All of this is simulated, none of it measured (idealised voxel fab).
Process module, titled voxel self aligned vias
295 nm wide, 5 nm square cells: that's cross-section cut.
Square cells in a grid make up a cross-section in this document, and the grid is given as bands, listed from the top down, each one or more rows of cells.
A band entry consists of two parts. The first gives the height of the band's top and the height of its bottom, in nm. The rest lists the band's materials from left to right, each with its width in nm. A single material labelled with the word "everywhere" fills the band from edge to edge, and the word "air" marks empty space.
Zero point of the height axis is 0; under it, received wafer = one material. Lowest band: continues down indefinitely, "top 0, no bottom".
The expression "30->40" gives the width at the extremes of the band, the first number at its top row of cells and the second at its bottom row, with the width changing by equal amounts from each row to the next in between.
"nothing got changed" means the step left every cell of the cross-section as it was.
In the "Closed internal cavities" entry, you get each enclosed empty space of 8 cells or more, one with no open way to the top, written width x height at distance, distance from the left edge, in nm.
What comes after the settings on a step's line is commentary from the simulator itself on that step.
Steps that use a mask can have "overlay nm" on their line. It says how far the mask sat to the right of where it was meant to be. Negative means to the left.
**Planned process steps**
1,RECEIVE [material Si]
2,CONFORMAL_DEP [material SiO2] [thk nm 15]
3,CONFORMAL_DEP [material SiCN] [thk nm 5]
4,DIRECTIONAL_DEP [material lowk] [thk nm 25]
5,MASKED_ETCH [tone open] [mask id LINES] [width nm 20] [pitch nm 70] [etch materials lowk] [depth nm 25] [overlay nm 0]
6,CONFORMAL_DEP [material TiN] [thk nm 5]
7,FILL_DEP [material W] [thk nm 10]
8,CMP [height nm 45]
9,SELECTIVE_ETCH [etch materials W Ru TiN] [depth nm 10]
10,FILL_DEP [material SiN] [thk nm 5]
11,CMP [height nm 45]
12,DIRECTIONAL_DEP [material lowk] [thk nm 20]
13,DIRECTIONAL_DEP [material aC] [thk nm 15]
14,PATTERN [tone open] [mask id VIAS] [material resist] [width nm 40] [pitch nm 70] [thk nm 35] [overlay nm 0]
15,DIRECTIONAL_ETCH [etch materials aC] [depth nm 15]
16,STRIP [etch materials resist]
17,DIRECTIONAL_ETCH [etch materials lowk] [depth nm 20]
18,DIRECTIONAL_ETCH [etch materials SiN] [depth nm 10]
19,STRIP [etch materials aC]
20,CONFORMAL_DEP [material TiN] [thk nm 5]
21,FILL_DEP [material Cu] [thk nm 10]
22,CMP [height nm 65]
23,CONFORMAL_DEP [material SiCN] [thk nm 5]
**So this is the incoming wafer in cross-section - it's already been through step 1**
* top 0, no bottom | Si everywhere
* Closed internal cavities: none
**Cross-section taken at module completion on the first of two wafers; processed per the plan**
* top 70, bottom 65 | SiCN everywhere
* top 65, bottom 50 | lowk 55 / TiN 5 / Cu 30 / TiN 5 / lowk 30 / TiN 5 / Cu 30 / TiN 5 / lowk 30 / TiN 5 / Cu 30 / TiN 5 / lowk 60
* top 50, bottom 40 | lowk 55->65 / TiN 15->5 / Cu 10 / TiN 15->5 / lowk 30->50 / TiN 15->5 / Cu 10 / TiN 15->5 / lowk 30->50 / TiN 15->5 / Cu 10 / TiN 15->5 / lowk 60->70
* top 40, bottom 35 | lowk 65 / TiN 20 / lowk 50 / TiN 20 / lowk 50 / TiN 20 / lowk 70
* top 35, bottom 25 | lowk 65 / TiN 5 / W 10 / TiN 5 / lowk 50 / TiN 5 / W 10 / TiN 5 / lowk 50 / TiN 5 / W 10 / TiN 5 / lowk 70
* top 25, bottom 20 | lowk 65 / TiN 20 / lowk 50 / TiN 20 / lowk 50 / TiN 20 / lowk 70
* top 20, bottom 15 | SiCN everywhere
* top 15, bottom 0 | SiO2 everywhere
* top 0, no bottom | Si everywhere
* Closed internal cavities: none
**Wafer two cross-section, module end. Start and plan unchanged from wafer one; one mistake made during the run**
* top 70, bottom 65 | SiCN everywhere
* top 65, bottom 50 | lowk 55 / TiN 5 / Cu 30 / TiN 5 / lowk 30 / TiN 5 / Cu 30 / TiN 5 / lowk 30 / TiN 5 / Cu 30 / TiN 5 / lowk 60
* top 50, bottom 40 | lowk 55->65 / TiN 15->5 / Cu 10 / TiN 15->5 / lowk 30->50 / TiN 15->5 / Cu 10 / TiN 15->5 / lowk 30->50 / TiN 15->5 / Cu 10 / TiN 15->5 / lowk 60->70
* top 40, bottom 35 | lowk 65 / TiN 20 / lowk 50 / TiN 20 / lowk 50 / TiN 20 / lowk 70
* top 35, bottom 30 | lowk 65 / SiN 20 / lowk 50 / SiN 20 / lowk 50 / SiN 20 / lowk 70
* top 30, bottom 25 | lowk 65 / TiN 5 / W 10 / TiN 5 / lowk 50 / TiN 5 / W 10 / TiN 5 / lowk 50 / TiN 5 / W 10 / TiN 5 / lowk 70
* top 25, bottom 20 | lowk 65 / TiN 20 / lowk 50 / TiN 20 / lowk 50 / TiN 20 / lowk 70
* top 20, bottom 15 | SiCN everywhere
* top 15, bottom 0 | SiO2 everywhere
* top 0, no bottom | Si everywhere
* Closed internal cavities: none
So what did we get wrong on this run? step 9 was processed under conditions differing from the plan, specifically as SELECTIVE_ETCH [etch materials W Ru TiN] [depth nm 15]
End of process, cell counts, second wafer against first, materials with more or fewer: +12 SiN | -6 TiN | -6 W
